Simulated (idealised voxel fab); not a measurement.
Process module name: voxel transistor to metal
Square cells of 5 nm make up the cross-section cut, whose width is 160 nm.
Bands, listed from the top down, are how a cross-section gets written in this document; the cross-section itself is a grid of square cells, and a band is one or more rows of them. A band entry consists of two parts. The first gives the height of the band's top and the height of its bottom, in nm. The rest lists the band's materials from left to right, each with its width in nm. A single material labelled with the word "edge to edge" fills the band from edge to edge, and the word "blank" marks empty space. All heights in this document are referenced to 0, defined as the level beneath which the wafer, as received, consists entirely of one material. The lowest band is not bounded below; it extends indefinitely downward and is written in the form "0 nm and below". Width: "30..40" (first number = top row, second number = bottom row, same change from row to row of cells). Take "nothing got changed" at face value: in the step it is given for, the cross-section changed in none of its cells. "Trapped voids" - sealed voids, min. 8 cells, no opening to top; format: width x height at distance (distance from left edge; nm throughout). Step line, after settings: the simulator's comment on this step. overlay nm: on a step with a mask, how far right of its planned place the mask lay; negative means left.
## Below is the list of planned process steps
- 1: RECEIVE, material Si
- 2: CONFORMAL_DEP, material SiO2, thk nm 5
- 3: CONFORMAL_DEP, material SiN, thk nm 15
- 4: DIRECTIONAL_DEP, material aC, thk nm 10
- 5: PATTERN, tone cover, mask id ACTIVE, material resist, width nm 90, thk nm 30, overlay nm 0
- 6: DIRECTIONAL_ETCH, etch materials aC, depth nm 10
- 7: STRIP, etch materials resist
- 8: DIRECTIONAL_ETCH, etch materials SiN, depth nm 15
- 9: DIRECTIONAL_ETCH, etch materials SiO2, depth nm 5
- 10: DIRECTIONAL_ETCH, etch materials Si, depth nm 35
- 11: STRIP, etch materials aC
- 12: FILL_DEP, material SiO2, thk nm 5
- 13: CMP, height nm 20
- 14: SELECTIVE_ETCH, etch materials SiO2, depth nm 10
- 15: STRIP, etch materials SiN
- 16: SELECTIVE_ETCH, etch materials SiO2, depth nm 5
- 17: OXIDIZE, depth nm 5
- 18: DIRECTIONAL_DEP, material polySi, thk nm 20
- 19: DIRECTIONAL_DEP, material SiCN, thk nm 10
- 20: PATTERN, tone cover, mask id GATE, material resist, width nm 20, thk nm 20, overlay nm 0
- 21: DIRECTIONAL_ETCH, etch materials SiCN, depth nm 20
- 22: DIRECTIONAL_ETCH, etch materials polySi, depth nm 30
- 23: STRIP, etch materials resist
- 24: CONFORMAL_DEP, material SiN, thk nm 5
- 25: DIRECTIONAL_ETCH, etch materials SiN, depth nm 5
- 26: DIRECTIONAL_ETCH, etch materials SiO2, depth nm 5
- 27: DIRECTIONAL_ETCH, etch materials Si, depth nm 10
- 28: EPI, material SiGe, thk nm 10
- 29: FILL_DEP, material SiO2, thk nm 10
- 30: CMP, height nm 30
- 31: DIRECTIONAL_DEP, material SiO2, thk nm 15
- 32: MASKED_ETCH, tone open, mask id CONTACT, width nm 15, pitch nm 65, etch materials SiO2, depth nm 50, overlay nm 0
- 33: CONFORMAL_DEP, material TiN, thk nm 5
- 34: FILL_DEP, material W, thk nm 5
- 35: CMP, height nm 45
- 36: DIRECTIONAL_DEP, material TiN, thk nm 5
- 37: DIRECTIONAL_DEP, material Ru, thk nm 15
- 38: MASKED_ETCH, tone cover, mask id METAL_1, width nm 15, pitch nm 65, etch materials Ru, depth nm 15, overlay nm 0
- 39: MASKED_ETCH, tone cover, mask id METAL_1, width nm 15, pitch nm 65, etch materials TiN, depth nm 5, overlay nm 0
- 40: FILL_DEP, material lowk, thk nm 5
- 41: CMP, height nm 65
- 42: CONFORMAL_DEP, material SiCN, thk nm 5
- 43: DIRECTIONAL_DEP, material lowk, thk nm 25
- 44: MASKED_ETCH, tone open, mask id METAL_2, width nm 15, pitch nm 65, etch materials lowk, depth nm 15, overlay nm 0
- 45: PATTERN, tone open, mask id METAL_2_HOLES, material resist, width nm 15, pitch nm 65, thk nm 20, overlay nm 0
- 46: DIRECTIONAL_ETCH, etch materials lowk, depth nm 10
- 47: DIRECTIONAL_ETCH, etch materials SiCN, depth nm 5
- 48: STRIP, etch materials resist
- 49: CONFORMAL_DEP, material TiN, thk nm 5
- 50: FILL_DEP, material Cu, thk nm 10
- 51: CMP, height nm 95
- 52: CONFORMAL_DEP, material SiCN, thk nm 5
## So, the first of our two wafers, run just as we planned it
## Cross-section of the wafer upon arrival, representing the state reached after step 1
* 0 nm and below  Si edge to edge
* Trapped voids: none
## You're looking at a cross-section of the wafer after step 2
* 5 nm to 0 nm  SiO2 edge to edge
* Note: structure below 0 unchanged.
## You're looking at a cross-section of the wafer after step 3
* 20 nm to 5 nm  SiN edge to edge
* Note: structure below 5 unchanged.
## You're looking at a cross-section of the wafer after step 4
* 30 nm to 20 nm  aC edge to edge
* Note: structure below 20 unchanged.
## You're looking at a cross-section of the wafer after step 5
* 60 nm to 30 nm  35 of blank  90 of resist  35 of blank
* Note: structure below 30 unchanged.
## You're looking at a cross-section of the wafer after step 6
* 50 nm to 30 nm  35 of blank  90 of resist  35 of blank
* 30 nm to 20 nm  35 of blank  90 of aC  35 of blank
* Note: structure below 20 unchanged.
## You're looking at a cross-section of the wafer after step 7
* 30 nm to 20 nm  35 of blank  90 of aC  35 of blank
* Note: structure below 20 unchanged.
## You're looking at a cross-section of the wafer after step 8
* 30 nm to 20 nm  35 of blank  90 of aC  35 of blank
* 20 nm to 5 nm  35 of blank  90 of SiN  35 of blank
* Note: structure below 5 unchanged.
## You're looking at a cross-section of the wafer after step 9
* 30 nm to 20 nm  35 of blank  90 of aC  35 of blank
* 20 nm to 5 nm  35 of blank  90 of SiN  35 of blank
* 5 nm to 0 nm  35 of blank  90 of SiO2  35 of blank
* Note: structure below 0 unchanged.
## You're looking at a cross-section of the wafer after step 10
* 30 nm to 20 nm  35 of blank  90 of aC  35 of blank
* 20 nm to 5 nm  35 of blank  90 of SiN  35 of blank
* 5 nm to 0 nm  35 of blank  90 of SiO2  35 of blank
* 0 nm to -35 nm  35 of blank  90 of Si  35 of blank
* Note: structure below -35 unchanged.
## You're looking at a cross-section of the wafer after step 11
* 20 nm to 5 nm  35 of blank  90 of SiN  35 of blank
* Note: structure below 5 unchanged.
## You're looking at a cross-section of the wafer after step 12
* 25 nm to 20 nm  SiO2 edge to edge
* 20 nm to 5 nm  35 of SiO2  90 of SiN  35 of SiO2
* 5 nm to 0 nm  SiO2 edge to edge
* 0 nm to -35 nm  35 of SiO2  90 of Si  35 of SiO2
* Note: structure below -35 unchanged.
## You're looking at a cross-section of the wafer after step 13
* 20 nm to 5 nm  35 of SiO2  90 of SiN  35 of SiO2
* Note: structure below 5 unchanged.
## You're looking at a cross-section of the wafer after step 14
* 20 nm to 10 nm  35 of blank  90 of SiN  35 of blank
* Note: structure below 10 unchanged.
## You're looking at a cross-section of the wafer after step 15
* 10 nm to 5 nm  35 of SiO2  90 of blank  35 of SiO2
* Note: structure below 5 unchanged.
## You're looking at a cross-section of the wafer after step 16
* 5 nm to 0 nm  30 of SiO2  100 of blank  30 of SiO2
* Note: structure below 0 unchanged.
## You're looking at a cross-section of the wafer after step 17
* 5 nm to 0 nm  30 of SiO2  100 of blank  30 of SiO2
* 0 nm to -5 nm  SiO2 edge to edge
* Note: structure below -5 unchanged.
## You're looking at a cross-section of the wafer after step 18
* 25 nm to 20 nm  30 of polySi  100 of blank  30 of polySi
* 20 nm to 5 nm  polySi edge to edge
* 5 nm to 0 nm  30 of SiO2  100 of polySi  30 of SiO2
* Note: structure below 0 unchanged.
## You're looking at a cross-section of the wafer after step 19
* 35 nm to 30 nm  30 of SiCN  100 of blank  30 of SiCN
* 30 nm to 25 nm  SiCN edge to edge
* 25 nm to 20 nm  30 of polySi  100 of SiCN  30 of polySi
* Note: structure below 20 unchanged.
## You're looking at a cross-section of the wafer after step 20
* 55 nm to 35 nm  70 of blank  20 of resist  70 of blank
* 35 nm to 30 nm  30 of SiCN  40 of blank  20 of resist  40 of blank  30 of SiCN
* Note: structure below 30 unchanged.
## You're looking at a cross-section of the wafer after step 21
* 55 nm to 30 nm  70 of blank  20 of resist  70 of blank
* 30 nm to 25 nm  70 of blank  20 of SiCN  70 of blank
* 25 nm to 20 nm  30 of polySi  40 of blank  20 of SiCN  40 of blank  30 of polySi
* Note: structure below 20 unchanged.
## You're looking at a cross-section of the wafer after step 22
* 55 nm to 30 nm  70 of blank  20 of resist  70 of blank
* 30 nm to 20 nm  70 of blank  20 of SiCN  70 of blank
* 20 nm to 5 nm  70 of blank  20 of polySi  70 of blank
* 5 nm to 0 nm  30 of SiO2  40 of blank  20 of polySi  40 of blank  30 of SiO2
* Note: structure below 0 unchanged.
## You're looking at a cross-section of the wafer after step 23
* 30 nm to 20 nm  70 of blank  20 of SiCN  70 of blank
* Note: structure below 20 unchanged.
## You're looking at a cross-section of the wafer after step 24
* 35 nm to 30 nm  65 of blank  30 of SiN  65 of blank
* 30 nm to 20 nm  65 of blank  5 of SiN  20 of SiCN  5 of SiN  65 of blank
* 20 nm to 10 nm  65 of blank  5 of SiN  20 of polySi  5 of SiN  65 of blank
* 10 nm to 5 nm  35 of SiN  30 of blank  5 of SiN  20 of polySi  5 of SiN  30 of blank  35 of SiN
* 5 nm to 0 nm  30 of SiO2  40 of SiN  20 of polySi  40 of SiN  30 of SiO2
* Note: structure below 0 unchanged.
## You're looking at a cross-section of the wafer after step 25
* 30 nm to 20 nm  65 of blank  5 of SiN  20 of SiCN  5 of SiN  65 of blank
* 20 nm to 5 nm  65 of blank  5 of SiN  20 of polySi  5 of SiN  65 of blank
* 5 nm to 0 nm  30 of SiO2  5 of SiN  30 of blank  5 of SiN  20 of polySi  5 of SiN  30 of blank  5 of SiN  30 of SiO2
* Note: structure below 0 unchanged.
## You're looking at a cross-section of the wafer after step 26
* 30 nm to 20 nm  65 of blank  5 of SiN  20 of SiCN  5 of SiN  65 of blank
* 20 nm to 5 nm  65 of blank  5 of SiN  20 of polySi  5 of SiN  65 of blank
* 5 nm to 0 nm  30 of blank  5 of SiN  30 of blank  5 of SiN  20 of polySi  5 of SiN  30 of blank  5 of SiN  30 of blank
* 0 nm to -5 nm  35 of SiO2  30 of blank  30 of SiO2  30 of blank  35 of SiO2
* Note: structure below -5 unchanged.
## You're looking at a cross-section of the wafer after step 27
* 30 nm to 20 nm  65 of blank  5 of SiN  20 of SiCN  5 of SiN  65 of blank
* 20 nm to 5 nm  65 of blank  5 of SiN  20 of polySi  5 of SiN  65 of blank
* 5 nm to 0 nm  30 of blank  5 of SiN  30 of blank  5 of SiN  20 of polySi  5 of SiN  30 of blank  5 of SiN  30 of blank
* 0 nm to -5 nm  35 of SiO2  30 of blank  30 of SiO2  30 of blank  35 of SiO2
* -5 nm to -15 nm  35 of SiO2  30 of blank  30 of Si  30 of blank  35 of SiO2
* Note: structure below -15 unchanged.
## You're looking at a cross-section of the wafer after step 28
* 30 nm to 20 nm  65 of blank  5 of SiN  20 of SiCN  5 of SiN  65 of blank
* 20 nm to 5 nm  65 of blank  5 of SiN  20 of polySi  5 of SiN  65 of blank
* 5 nm to 0 nm  30 of blank  5 of SiN  20 of blank  10 of SiGe  5 of SiN  20 of polySi  5 of SiN  10 of SiGe  20 of blank  5 of SiN  30 of blank
* 0 nm to -5 nm  35 of SiO2  20 of blank  10 of SiGe  30 of SiO2  10 of SiGe  20 of blank  35 of SiO2
* -5 nm to -15 nm  35 of SiO2  30 of SiGe  30 of Si  30 of SiGe  35 of SiO2
* Note: structure below -15 unchanged.
## You're looking at a cross-section of the wafer after step 29
* 40 nm to 30 nm  SiO2 edge to edge
* 30 nm to 20 nm  65 of SiO2  5 of SiN  20 of SiCN  5 of SiN  65 of SiO2
* 20 nm to 5 nm  65 of SiO2  5 of SiN  20 of polySi  5 of SiN  65 of SiO2
* 5 nm to 0 nm  30 of SiO2  5 of SiN  20 of SiO2  10 of SiGe  5 of SiN  20 of polySi  5 of SiN  10 of SiGe  20 of SiO2  5 of SiN  30 of SiO2
* 0 nm to -5 nm  55 of SiO2  10 of SiGe  30 of SiO2  10 of SiGe  55 of SiO2
* Note: structure below -5 unchanged.
## You're looking at a cross-section of the wafer after step 30
* 30 nm to 20 nm  65 of SiO2  5 of SiN  20 of SiCN  5 of SiN  65 of SiO2
* Note: structure below 20 unchanged.
## You're looking at a cross-section of the wafer after step 31
* 45 nm to 30 nm  SiO2 edge to edge
* Note: structure below 30 unchanged.
## You're looking at a cross-section of the wafer after step 32
* 45 nm to 30 nm  40 of SiO2  15 of blank  50 of SiO2  15 of blank  40 of SiO2
* 30 nm to 20 nm  40 of SiO2  15 of blank  10 of SiO2  5 of SiN  20 of SiCN  5 of SiN  10 of SiO2  15 of blank  40 of SiO2
* 20 nm to 5 nm  40 of SiO2  15 of blank  10 of SiO2  5 of SiN  20 of polySi  5 of SiN  10 of SiO2  15 of blank  40 of SiO2
* 5 nm to 0 nm  30 of SiO2  5 of SiN  5 of SiO2  15 of blank  10 of SiGe  5 of SiN  20 of polySi  5 of SiN  10 of SiGe  15 of blank  5 of SiO2  5 of SiN  30 of SiO2
* 0 nm to -5 nm  40 of SiO2  15 of blank  10 of SiGe  30 of SiO2  10 of SiGe  15 of blank  40 of SiO2
* Note: structure below -5 unchanged.
## You're looking at a cross-section of the wafer after step 33
* 50 nm to 45 nm  45 of TiN  5 of blank  60 of TiN  5 of blank  45 of TiN
* 45 nm to 30 nm  40 of SiO2  5 of TiN  5 of blank  5 of TiN  50 of SiO2  5 of TiN  5 of blank  5 of TiN  40 of SiO2
* 30 nm to 20 nm  40 of SiO2  5 of TiN  5 of blank  5 of TiN  10 of SiO2  5 of SiN  20 of SiCN  5 of SiN  10 of SiO2  5 of TiN  5 of blank  5 of TiN  40 of SiO2
* 20 nm to 5 nm  40 of SiO2  5 of TiN  5 of blank  5 of TiN  10 of SiO2  5 of SiN  20 of polySi  5 of SiN  10 of SiO2  5 of TiN  5 of blank  5 of TiN  40 of SiO2
* 5 nm to 0 nm  30 of SiO2  5 of SiN  5 of SiO2  5 of TiN  5 of blank  5 of TiN  10 of SiGe  5 of SiN  20 of polySi  5 of SiN  10 of SiGe  5 of TiN  5 of blank  5 of TiN  5 of SiO2  5 of SiN  30 of SiO2
* 0 nm to -5 nm  40 of SiO2  15 of TiN  10 of SiGe  30 of SiO2  10 of SiGe  15 of TiN  40 of SiO2
* Note: structure below -5 unchanged.
## You're looking at a cross-section of the wafer after step 34
* 55 nm to 50 nm  W edge to edge
* 50 nm to 45 nm  45 of TiN  5 of W  60 of TiN  5 of W  45 of TiN
* 45 nm to 30 nm  40 of SiO2  5 of TiN  5 of W  5 of TiN  50 of SiO2  5 of TiN  5 of W  5 of TiN  40 of SiO2
* 30 nm to 20 nm  40 of SiO2  5 of TiN  5 of W  5 of TiN  10 of SiO2  5 of SiN  20 of SiCN  5 of SiN  10 of SiO2  5 of TiN  5 of W  5 of TiN  40 of SiO2
* 20 nm to 5 nm  40 of SiO2  5 of TiN  5 of W  5 of TiN  10 of SiO2  5 of SiN  20 of polySi  5 of SiN  10 of SiO2  5 of TiN  5 of W  5 of TiN  40 of SiO2
* 5 nm to 0 nm  30 of SiO2  5 of SiN  5 of SiO2  5 of TiN  5 of W  5 of TiN  10 of SiGe  5 of SiN  20 of polySi  5 of SiN  10 of SiGe  5 of TiN  5 of W  5 of TiN  5 of SiO2  5 of SiN  30 of SiO2
* Note: structure below 0 unchanged.
## You're looking at a cross-section of the wafer after step 35
* 45 nm to 30 nm  40 of SiO2  5 of TiN  5 of W  5 of TiN  50 of SiO2  5 of TiN  5 of W  5 of TiN  40 of SiO2
* Note: structure below 30 unchanged.
## You're looking at a cross-section of the wafer after step 36
* 50 nm to 45 nm  TiN edge to edge
* Note: structure below 45 unchanged.
## You're looking at a cross-section of the wafer after step 37
* 65 nm to 50 nm  Ru edge to edge
* Note: structure below 50 unchanged.
## You're looking at a cross-section of the wafer after step 38
* 65 nm to 50 nm  40 of blank  15 of Ru  50 of blank  15 of Ru  40 of blank
* Note: structure below 50 unchanged.
## You're looking at a cross-section of the wafer after step 39
* 65 nm to 50 nm  40 of blank  15 of Ru  50 of blank  15 of Ru  40 of blank
* 50 nm to 45 nm  40 of blank  15 of TiN  50 of blank  15 of TiN  40 of blank
* Note: structure below 45 unchanged.
## You're looking at a cross-section of the wafer after step 40
* 70 nm to 65 nm  lowk edge to edge
* 65 nm to 50 nm  40 of lowk  15 of Ru  50 of lowk  15 of Ru  40 of lowk
* 50 nm to 45 nm  40 of lowk  15 of TiN  50 of lowk  15 of TiN  40 of lowk
* Note: structure below 45 unchanged.
## You're looking at a cross-section of the wafer after step 41
* 65 nm to 50 nm  40 of lowk  15 of Ru  50 of lowk  15 of Ru  40 of lowk
* Note: structure below 50 unchanged.
## You're looking at a cross-section of the wafer after step 42
* 70 nm to 65 nm  SiCN edge to edge
* Note: structure below 65 unchanged.
## You're looking at a cross-section of the wafer after step 43
* 95 nm to 70 nm  lowk edge to edge
* Note: structure below 70 unchanged.
## You're looking at a cross-section of the wafer after step 44
* 95 nm to 80 nm  40 of lowk  15 of blank  50 of lowk  15 of blank  40 of lowk
* Note: structure below 80 unchanged.
## You're looking at a cross-section of the wafer after step 45
* 115 nm to 95 nm  40 of resist  15 of blank  50 of resist  15 of blank  40 of resist
* Note: structure below 95 unchanged.
## You're looking at a cross-section of the wafer after step 46
* 115 nm to 95 nm  40 of resist  15 of blank  50 of resist  15 of blank  40 of resist
* 95 nm to 70 nm  40 of lowk  15 of blank  50 of lowk  15 of blank  40 of lowk
* Note: structure below 70 unchanged.
## You're looking at a cross-section of the wafer after step 47
* 115 nm to 95 nm  40 of resist  15 of blank  50 of resist  15 of blank  40 of resist
* 95 nm to 70 nm  40 of lowk  15 of blank  50 of lowk  15 of blank  40 of lowk
* 70 nm to 65 nm  40 of SiCN  15 of blank  50 of SiCN  15 of blank  40 of SiCN
* Note: structure below 65 unchanged.
## You're looking at a cross-section of the wafer after step 48
* 95 nm to 70 nm  40 of lowk  15 of blank  50 of lowk  15 of blank  40 of lowk
* Note: structure below 70 unchanged.
## You're looking at a cross-section of the wafer after step 49
* 100 nm to 95 nm  45 of TiN  5 of blank  60 of TiN  5 of blank  45 of TiN
* 95 nm to 70 nm  40 of lowk  5 of TiN  5 of blank  5 of TiN  50 of lowk  5 of TiN  5 of blank  5 of TiN  40 of lowk
* 70 nm to 65 nm  40 of SiCN  15 of TiN  50 of SiCN  15 of TiN  40 of SiCN
* Note: structure below 65 unchanged.
## You're looking at a cross-section of the wafer after step 50
* 110 nm to 100 nm  Cu edge to edge
* 100 nm to 95 nm  45 of TiN  5 of Cu  60 of TiN  5 of Cu  45 of TiN
* 95 nm to 70 nm  40 of lowk  5 of TiN  5 of Cu  5 of TiN  50 of lowk  5 of TiN  5 of Cu  5 of TiN  40 of lowk
* Note: structure below 70 unchanged.
## You're looking at a cross-section of the wafer after step 51
* 95 nm to 70 nm  40 of lowk  5 of TiN  5 of Cu  5 of TiN  50 of lowk  5 of TiN  5 of Cu  5 of TiN  40 of lowk
* Note: structure below 70 unchanged.
## You're looking at a cross-section of the wafer after step 52
* 100 nm to 95 nm  SiCN edge to edge
* Note: structure below 95 unchanged.
## Wafer two. Identical start, identical plan. One mistake in execution. Identical history through step 50
## Second wafer cross-section, taken as of the time the plan sets for step 51 to be done
* 90 nm to 70 nm  40 of lowk  5 of TiN  5 of Cu  5 of TiN  50 of lowk  5 of TiN  5 of Cu  5 of TiN  40 of lowk
* Note: structure below 70 unchanged.
## Second wafer cross-section, taken as of the time the plan sets for step 52 to be done
* 95 nm to 90 nm  SiCN edge to edge
* Note: structure below 90 unchanged.
Heads up, the wafer didn't run the way we planned it: step 51, actual vs plan mismatch, actual run CMP, height nm 90
Final cells, second wafer relative to first, materials higher or lower: Cu -2, TiN -4, lowk -26
